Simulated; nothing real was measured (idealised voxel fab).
process module | voxel transistor to metal
cross-section cut | 200 nm wide | cells 5 nm
A cross-section is a grid of square cells, given in bands from the top down. A band is one or more rows of cells.
Each band's line starts with the height of the band's top and of its bottom, in nm. Then come its materials from left to right, each with its width in nm. One material with "throughout" fills the band from edge to edge. "air" is empty space.
Height 0 is the level under which the wafer as received is all one material. The lowest band goes on downwards, as in "0 down".
A width such as "30 to 40" changes by the same amount from each row of cells to the next, from the band's top row to its bottom row.
"no change" after a step means that no cell of the cross-section changed.
closed voids: empty space of 8 cells or more with no open way to the top, each as width x height at its distance from the left edge, in nm
after a step's settings: what the simulator itself notes on the step
overlay nm, on a step with a mask: how far to the right of its planned place the mask lay; to the left if negative
plan
1 op RECEIVE | material Si
2 op CONFORMAL_DEP | material SiO2 | thk nm 5
3 op CONFORMAL_DEP | material SiN | thk nm 10
4 op PATTERN | tone cover | mask id ACTIVE | material resist | width nm 120 | thk nm 15 | overlay nm 0
5 op DIRECTIONAL_ETCH | etch materials SiN | depth nm 10
6 op DIRECTIONAL_ETCH | etch materials SiO2 | depth nm 5
7 op DIRECTIONAL_ETCH | etch materials Si | depth nm 20
8 op STRIP | etch materials resist
9 op OXIDIZE | depth nm 5
10 op FILL_DEP | material SiO2 | thk nm 10
11 op CMP | height nm 15
12 op SELECTIVE_ETCH | etch materials SiO2 | depth nm 10
13 op STRIP | etch materials SiN
14 op SELECTIVE_ETCH | etch materials SiO2 | depth nm 5
15 op OXIDIZE | depth nm 5
16 op DIRECTIONAL_DEP | material polySi | thk nm 30
17 op DIRECTIONAL_DEP | material SiCN | thk nm 15
18 op DIRECTIONAL_DEP | material aC | thk nm 15
19 op PATTERN | tone cover | mask id GATE | material resist | width nm 20 | thk nm 35 | overlay nm 0
20 op DIRECTIONAL_ETCH | etch materials aC | depth nm 15
21 op STRIP | etch materials resist
22 op DIRECTIONAL_ETCH | etch materials SiCN | depth nm 25
23 op DIRECTIONAL_ETCH | etch materials polySi | depth nm 40
24 op STRIP | etch materials aC
25 op CONFORMAL_DEP | material SiO2 | thk nm 5
26 op DIRECTIONAL_ETCH | etch materials SiO2 | depth nm 5
27 op CONFORMAL_DEP | material SiN | thk nm 5
28 op DIRECTIONAL_ETCH | etch materials SiN | depth nm 5
29 op DIRECTIONAL_ETCH | etch materials SiO2 | depth nm 5
30 op DIRECTIONAL_ETCH | etch materials Si | depth nm 5
31 op EPI | material nSi | thk nm 5
32 op FILL_DEP | material SiO2 | thk nm 5
33 op CMP | height nm 45
34 op DIRECTIONAL_DEP | material SiO2 | thk nm 15
35 op DIRECTIONAL_DEP | material aC | thk nm 15
36 op PATTERN | tone open | mask id CONTACT | material resist | width nm 20 | pitch nm 80 | thk nm 30 | overlay nm 0
37 op DIRECTIONAL_ETCH | etch materials aC | depth nm 15
38 op STRIP | etch materials resist
39 op DIRECTIONAL_ETCH | etch materials SiO2 | depth nm 65
40 op STRIP | etch materials aC
41 op CONFORMAL_DEP | material TiN | thk nm 5
42 op FILL_DEP | material W | thk nm 10
43 op CMP | height nm 60
44 op DIRECTIONAL_DEP | material TiN | thk nm 5
45 op DIRECTIONAL_DEP | material Ru | thk nm 20
46 op PATTERN | tone cover | mask id METAL_1 | material resist | width nm 20 | pitch nm 80 | thk nm 20 | overlay nm 0
47 op DIRECTIONAL_ETCH | etch materials Ru | depth nm 20
48 op DIRECTIONAL_ETCH | etch materials TiN | depth nm 5
49 op STRIP | etch materials resist
50 op FILL_DEP | material lowk | thk nm 10
51 op CMP | height nm 85
52 op CONFORMAL_DEP | material SiCN | thk nm 5
first wafer, as planned
as received, after step 1
  0 down: Si throughout
  closed voids: none
after step 2
  5 to 0: SiO2 throughout
  below 0: unchanged
after step 3
  15 to 5: SiN throughout
  below 5: unchanged
after step 4
  30 to 15: air 40 | resist 120 | air 40
  below 15: unchanged
after step 5
  30 to 15: air 40 | resist 120 | air 40
  15 to 5: air 40 | SiN 120 | air 40
  below 5: unchanged
after step 6
  30 to 15: air 40 | resist 120 | air 40
  15 to 5: air 40 | SiN 120 | air 40
  5 to 0: air 40 | SiO2 120 | air 40
  below 0: unchanged
after step 7
  30 to 15: air 40 | resist 120 | air 40
  15 to 5: air 40 | SiN 120 | air 40
  5 to 0: air 40 | SiO2 120 | air 40
  0 to -20: air 40 | Si 120 | air 40
  below -20: unchanged
after step 8
  15 to 5: air 40 | SiN 120 | air 40
  below 5: unchanged
after step 9
  15 to 5: air 40 | SiN 120 | air 40
  5 to 0: air 40 | SiO2 120 | air 40
  0 to -20: air 40 | SiO2 5 | Si 110 | SiO2 5 | air 40
  -20 to -25: SiO2 45 | Si 110 | SiO2 45
  below -25: unchanged
after step 10
  25 to 15: SiO2 throughout
  15 to 5: SiO2 40 | SiN 120 | SiO2 40
  5 to 0: SiO2 throughout
  0 to -25: SiO2 45 | Si 110 | SiO2 45
  below -25: unchanged
after step 11
  15 to 5: SiO2 40 | SiN 120 | SiO2 40
  below 5: unchanged
after step 12
  15 to 5: air 40 | SiN 120 | air 40
  below 5: unchanged
after step 13
  5 to 0: SiO2 throughout
  below 0: unchanged
after step 14
  0 to -25: SiO2 45 | Si 110 | SiO2 45
  below -25: unchanged
after step 15
  0 to -5: SiO2 throughout
  below -5: unchanged
after step 16
  30 to 0: polySi throughout
  below 0: unchanged
after step 17
  45 to 30: SiCN throughout
  below 30: unchanged
after step 18
  60 to 45: aC throughout
  below 45: unchanged
after step 19
  95 to 60: air 90 | resist 20 | air 90
  below 60: unchanged
after step 20
  80 to 60: air 90 | resist 20 | air 90
  60 to 45: air 90 | aC 20 | air 90
  below 45: unchanged
after step 21
  60 to 45: air 90 | aC 20 | air 90
  below 45: unchanged
after step 22
  60 to 45: air 90 | aC 20 | air 90
  45 to 30: air 90 | SiCN 20 | air 90
  below 30: unchanged
after step 23
  60 to 45: air 90 | aC 20 | air 90
  45 to 30: air 90 | SiCN 20 | air 90
  30 to 0: air 90 | polySi 20 | air 90
  below 0: unchanged
after step 24
  45 to 30: air 90 | SiCN 20 | air 90
  below 30: unchanged
after step 25
  50 to 45: air 85 | SiO2 30 | air 85
  45 to 30: air 85 | SiO2 5 | SiCN 20 | SiO2 5 | air 85
  30 to 5: air 85 | SiO2 5 | polySi 20 | SiO2 5 | air 85
  5 to 0: SiO2 90 | polySi 20 | SiO2 90
  below 0: unchanged
after step 26
  45 to 30: air 85 | SiO2 5 | SiCN 20 | SiO2 5 | air 85
  30 to 0: air 85 | SiO2 5 | polySi 20 | SiO2 5 | air 85
  below 0: unchanged
after step 27
  50 to 45: air 80 | SiN 40 | air 80
  45 to 30: air 80 | SiN 5 | SiO2 5 | SiCN 20 | SiO2 5 | SiN 5 | air 80
  30 to 5: air 80 | SiN 5 | SiO2 5 | polySi 20 | SiO2 5 | SiN 5 | air 80
  5 to 0: SiN 85 | SiO2 5 | polySi 20 | SiO2 5 | SiN 85
  below 0: unchanged
after step 28
  45 to 30: air 80 | SiN 5 | SiO2 5 | SiCN 20 | SiO2 5 | SiN 5 | air 80
  30 to 0: air 80 | SiN 5 | SiO2 5 | polySi 20 | SiO2 5 | SiN 5 | air 80
  below 0: unchanged
after step 29
  45 to 40: air 80 | SiN 5 | air 5 | SiCN 20 | air 5 | SiN 5 | air 80
  40 to 30: air 80 | SiN 5 | SiO2 5 | SiCN 20 | SiO2 5 | SiN 5 | air 80
  30 to 0: air 80 | SiN 5 | SiO2 5 | polySi 20 | SiO2 5 | SiN 5 | air 80
  0 to -5: air 80 | SiO2 40 | air 80
  below -5: unchanged
after step 30
  45 to 40: air 80 | SiN 5 | air 5 | SiCN 20 | air 5 | SiN 5 | air 80
  40 to 30: air 80 | SiN 5 | SiO2 5 | SiCN 20 | SiO2 5 | SiN 5 | air 80
  30 to 0: air 80 | SiN 5 | SiO2 5 | polySi 20 | SiO2 5 | SiN 5 | air 80
  0 to -5: air 80 | SiO2 40 | air 80
  -5 to -10: SiO2 45 | air 35 | Si 40 | air 35 | SiO2 45
  below -10: unchanged
after step 31
  45 to 40: air 80 | SiN 5 | air 5 | SiCN 20 | air 5 | SiN 5 | air 80
  40 to 30: air 80 | SiN 5 | SiO2 5 | SiCN 20 | SiO2 5 | SiN 5 | air 80
  30 to 0: air 80 | SiN 5 | SiO2 5 | polySi 20 | SiO2 5 | SiN 5 | air 80
  0 to -5: air 75 | nSi 5 | SiO2 40 | nSi 5 | air 75
  -5 to -10: SiO2 45 | nSi 35 | Si 40 | nSi 35 | SiO2 45
  below -10: unchanged
after step 32
  50 to 45: SiO2 throughout
  45 to 30: SiO2 80 | SiN 5 | SiO2 5 | SiCN 20 | SiO2 5 | SiN 5 | SiO2 80
  30 to 0: SiO2 80 | SiN 5 | SiO2 5 | polySi 20 | SiO2 5 | SiN 5 | SiO2 80
  0 to -5: SiO2 75 | nSi 5 | SiO2 40 | nSi 5 | SiO2 75
  below -5: unchanged
after step 33
  45 to 30: SiO2 80 | SiN 5 | SiO2 5 | SiCN 20 | SiO2 5 | SiN 5 | SiO2 80
  below 30: unchanged
after step 34
  60 to 45: SiO2 throughout
  below 45: unchanged
after step 35
  75 to 60: aC throughout
  below 60: unchanged
after step 36
  105 to 75: resist 50 | air 20 | resist 60 | air 20 | resist 50
  below 75: unchanged
after step 37
  90 to 75: resist 50 | air 20 | resist 60 | air 20 | resist 50
  75 to 60: aC 50 | air 20 | aC 60 | air 20 | aC 50
  below 60: unchanged
after step 38
  75 to 60: aC 50 | air 20 | aC 60 | air 20 | aC 50
  below 60: unchanged
after step 39
  75 to 60: aC 50 | air 20 | aC 60 | air 20 | aC 50
  60 to 45: SiO2 50 | air 20 | SiO2 60 | air 20 | SiO2 50
  45 to 30: SiO2 50 | air 20 | SiO2 10 | SiN 5 | SiO2 5 | SiCN 20 | SiO2 5 | SiN 5 | SiO2 10 | air 20 | SiO2 50
  30 to 0: SiO2 50 | air 20 | SiO2 10 | SiN 5 | SiO2 5 | polySi 20 | SiO2 5 | SiN 5 | SiO2 10 | air 20 | SiO2 50
  0 to -5: SiO2 50 | air 20 | SiO2 5 | nSi 5 | SiO2 40 | nSi 5 | SiO2 5 | air 20 | SiO2 50
  below -5: unchanged
after step 40
  60 to 45: SiO2 50 | air 20 | SiO2 60 | air 20 | SiO2 50
  below 45: unchanged
after step 41
  65 to 60: TiN 55 | air 10 | TiN 70 | air 10 | TiN 55
  60 to 45: SiO2 50 | TiN 5 | air 10 | TiN 5 | SiO2 60 | TiN 5 | air 10 | TiN 5 | SiO2 50
  45 to 30: SiO2 50 | TiN 5 | air 10 | TiN 5 | SiO2 10 | SiN 5 | SiO2 5 | SiCN 20 | SiO2 5 | SiN 5 | SiO2 10 | TiN 5 | air 10 | TiN 5 | SiO2 50
  30 to 0: SiO2 50 | TiN 5 | air 10 | TiN 5 | SiO2 10 | SiN 5 | SiO2 5 | polySi 20 | SiO2 5 | SiN 5 | SiO2 10 | TiN 5 | air 10 | TiN 5 | SiO2 50
  0 to -5: SiO2 50 | TiN 20 | SiO2 5 | nSi 5 | SiO2 40 | nSi 5 | SiO2 5 | TiN 20 | SiO2 50
  below -5: unchanged
after step 42
  75 to 65: W throughout
  65 to 60: TiN 55 | W 10 | TiN 70 | W 10 | TiN 55
  60 to 45: SiO2 50 | TiN 5 | W 10 | TiN 5 | SiO2 60 | TiN 5 | W 10 | TiN 5 | SiO2 50
  45 to 30: SiO2 50 | TiN 5 | W 10 | TiN 5 | SiO2 10 | SiN 5 | SiO2 5 | SiCN 20 | SiO2 5 | SiN 5 | SiO2 10 | TiN 5 | W 10 | TiN 5 | SiO2 50
  30 to 0: SiO2 50 | TiN 5 | W 10 | TiN 5 | SiO2 10 | SiN 5 | SiO2 5 | polySi 20 | SiO2 5 | SiN 5 | SiO2 10 | TiN 5 | W 10 | TiN 5 | SiO2 50
  below 0: unchanged
after step 43
  60 to 45: SiO2 50 | TiN 5 | W 10 | TiN 5 | SiO2 60 | TiN 5 | W 10 | TiN 5 | SiO2 50
  below 45: unchanged
after step 44
  65 to 60: TiN throughout
  below 60: unchanged
after step 45
  85 to 65: Ru throughout
  below 65: unchanged
after step 46
  105 to 85: air 50 | resist 20 | air 60 | resist 20 | air 50
  below 85: unchanged
after step 47
  105 to 85: air 50 | resist 20 | air 60 | resist 20 | air 50
  85 to 65: air 50 | Ru 20 | air 60 | Ru 20 | air 50
  below 65: unchanged
after step 48
  105 to 85: air 50 | resist 20 | air 60 | resist 20 | air 50
  85 to 65: air 50 | Ru 20 | air 60 | Ru 20 | air 50
  65 to 60: air 50 | TiN 20 | air 60 | TiN 20 | air 50
  below 60: unchanged
after step 49
  85 to 65: air 50 | Ru 20 | air 60 | Ru 20 | air 50
  below 65: unchanged
after step 50
  95 to 85: lowk throughout
  85 to 65: lowk 50 | Ru 20 | lowk 60 | Ru 20 | lowk 50
  65 to 60: lowk 50 | TiN 20 | lowk 60 | TiN 20 | lowk 50
  below 60: unchanged
after step 51
  85 to 65: lowk 50 | Ru 20 | lowk 60 | Ru 20 | lowk 50
  below 65: unchanged
after step 52
  90 to 85: SiCN throughout
  below 85: unchanged
second wafer: like start, like plan, one mistake. Through step 16 it matches the first wafer
when step 17 should have ended
  60 to 30: SiCN throughout
  below 30: unchanged
when step 18 should have ended
  75 to 60: aC throughout
  below 60: unchanged
when step 19 should have ended
  110 to 75: air 90 | resist 20 | air 90
  below 75: unchanged
when step 20 should have ended
  95 to 75: air 90 | resist 20 | air 90
  75 to 60: air 90 | aC 20 | air 90
  below 60: unchanged
when step 21 should have ended
  75 to 60: air 90 | aC 20 | air 90
  below 60: unchanged
when step 22 should have ended
  75 to 60: air 90 | aC 20 | air 90
  60 to 35: air 90 | SiCN 20 | air 90
  below 35: unchanged
when step 23 should have ended: no change
when step 24 should have ended
  60 to 35: air 90 | SiCN 20 | air 90
  below 35: unchanged
when step 25 should have ended
  65 to 60: air 85 | SiO2 30 | air 85
  60 to 40: air 85 | SiO2 5 | SiCN 20 | SiO2 5 | air 85
  40 to 35: SiO2 90 | SiCN 20 | SiO2 90
  below 35: unchanged
when step 26 should have ended
  60 to 35: air 85 | SiO2 5 | SiCN 20 | SiO2 5 | air 85
  below 35: unchanged
when step 27 should have ended
  65 to 60: air 80 | SiN 40 | air 80
  60 to 40: air 80 | SiN 5 | SiO2 5 | SiCN 20 | SiO2 5 | SiN 5 | air 80
  40 to 35: SiN 85 | SiO2 5 | SiCN 20 | SiO2 5 | SiN 85
  below 35: unchanged
when step 28 should have ended
  60 to 35: air 80 | SiN 5 | SiO2 5 | SiCN 20 | SiO2 5 | SiN 5 | air 80
  below 35: unchanged
when step 29 should have ended
  60 to 55: air 80 | SiN 5 | air 5 | SiCN 20 | air 5 | SiN 5 | air 80
  below 55: unchanged
when step 30 should have ended: no change
when step 31 should have ended: no change
when step 32 should have ended
  65 to 60: SiO2 throughout
  60 to 35: SiO2 80 | SiN 5 | SiO2 5 | SiCN 20 | SiO2 5 | SiN 5 | SiO2 80
  below 35: unchanged
when step 33 should have ended
  45 to 35: SiO2 80 | SiN 5 | SiO2 5 | SiCN 20 | SiO2 5 | SiN 5 | SiO2 80
  below 35: unchanged
when step 34 should have ended
  60 to 45: SiO2 throughout
  below 45: unchanged
when step 35 should have ended
  75 to 60: aC throughout
  below 60: unchanged
when step 36 should have ended
  105 to 75: resist 50 | air 20 | resist 60 | air 20 | resist 50
  below 75: unchanged
when step 37 should have ended
  90 to 75: resist 50 | air 20 | resist 60 | air 20 | resist 50
  75 to 60: aC 50 | air 20 | aC 60 | air 20 | aC 50
  below 60: unchanged
when step 38 should have ended
  75 to 60: aC 50 | air 20 | aC 60 | air 20 | aC 50
  below 60: unchanged
when step 39 should have ended
  75 to 60: aC 50 | air 20 | aC 60 | air 20 | aC 50
  60 to 45: SiO2 50 | air 20 | SiO2 60 | air 20 | SiO2 50
  45 to 35: SiO2 50 | air 20 | SiO2 10 | SiN 5 | SiO2 5 | SiCN 20 | SiO2 5 | SiN 5 | SiO2 10 | air 20 | SiO2 50
  below 35: unchanged
when step 40 should have ended
  60 to 45: SiO2 50 | air 20 | SiO2 60 | air 20 | SiO2 50
  below 45: unchanged
when step 41 should have ended
  65 to 60: TiN 55 | air 10 | TiN 70 | air 10 | TiN 55
  60 to 45: SiO2 50 | TiN 5 | air 10 | TiN 5 | SiO2 60 | TiN 5 | air 10 | TiN 5 | SiO2 50
  45 to 40: SiO2 50 | TiN 5 | air 10 | TiN 5 | SiO2 10 | SiN 5 | SiO2 5 | SiCN 20 | SiO2 5 | SiN 5 | SiO2 10 | TiN 5 | air 10 | TiN 5 | SiO2 50
  40 to 35: SiO2 50 | TiN 20 | SiO2 10 | SiN 5 | SiO2 5 | SiCN 20 | SiO2 5 | SiN 5 | SiO2 10 | TiN 20 | SiO2 50
  below 35: unchanged
when step 42 should have ended
  75 to 65: W throughout
  65 to 60: TiN 55 | W 10 | TiN 70 | W 10 | TiN 55
  60 to 45: SiO2 50 | TiN 5 | W 10 | TiN 5 | SiO2 60 | TiN 5 | W 10 | TiN 5 | SiO2 50
  45 to 40: SiO2 50 | TiN 5 | W 10 | TiN 5 | SiO2 10 | SiN 5 | SiO2 5 | SiCN 20 | SiO2 5 | SiN 5 | SiO2 10 | TiN 5 | W 10 | TiN 5 | SiO2 50
  below 40: unchanged
when step 43 should have ended
  60 to 45: SiO2 50 | TiN 5 | W 10 | TiN 5 | SiO2 60 | TiN 5 | W 10 | TiN 5 | SiO2 50
  below 45: unchanged
when step 44 should have ended
  65 to 60: TiN throughout
  below 60: unchanged
when step 45 should have ended
  85 to 65: Ru throughout
  below 65: unchanged
when step 46 should have ended
  105 to 85: air 50 | resist 20 | air 60 | resist 20 | air 50
  below 85: unchanged
when step 47 should have ended
  105 to 85: air 50 | resist 20 | air 60 | resist 20 | air 50
  85 to 65: air 50 | Ru 20 | air 60 | Ru 20 | air 50
  below 65: unchanged
when step 48 should have ended
  105 to 85: air 50 | resist 20 | air 60 | resist 20 | air 50
  85 to 65: air 50 | Ru 20 | air 60 | Ru 20 | air 50
  65 to 60: air 50 | TiN 20 | air 60 | TiN 20 | air 50
  below 60: unchanged
when step 49 should have ended
  85 to 65: air 50 | Ru 20 | air 60 | Ru 20 | air 50
  below 65: unchanged
when step 50 should have ended
  95 to 85: lowk throughout
  85 to 65: lowk 50 | Ru 20 | lowk 60 | Ru 20 | lowk 50
  65 to 60: lowk 50 | TiN 20 | lowk 60 | TiN 20 | lowk 50
  below 60: unchanged
when step 51 should have ended
  85 to 65: lowk 50 | Ru 20 | lowk 60 | Ru 20 | lowk 50
  below 65: unchanged
when step 52 should have ended
  90 to 85: SiCN throughout
  below 85: unchanged
what went wrong: step 17 was run twice
at the end the second wafer has, in cells: 14 more of Si | 36 more of SiCN | 14 fewer of SiN | 172 fewer of SiO2 | 32 fewer of TiN | 32 fewer of W | 16 fewer of nSi | 216 more of polySi
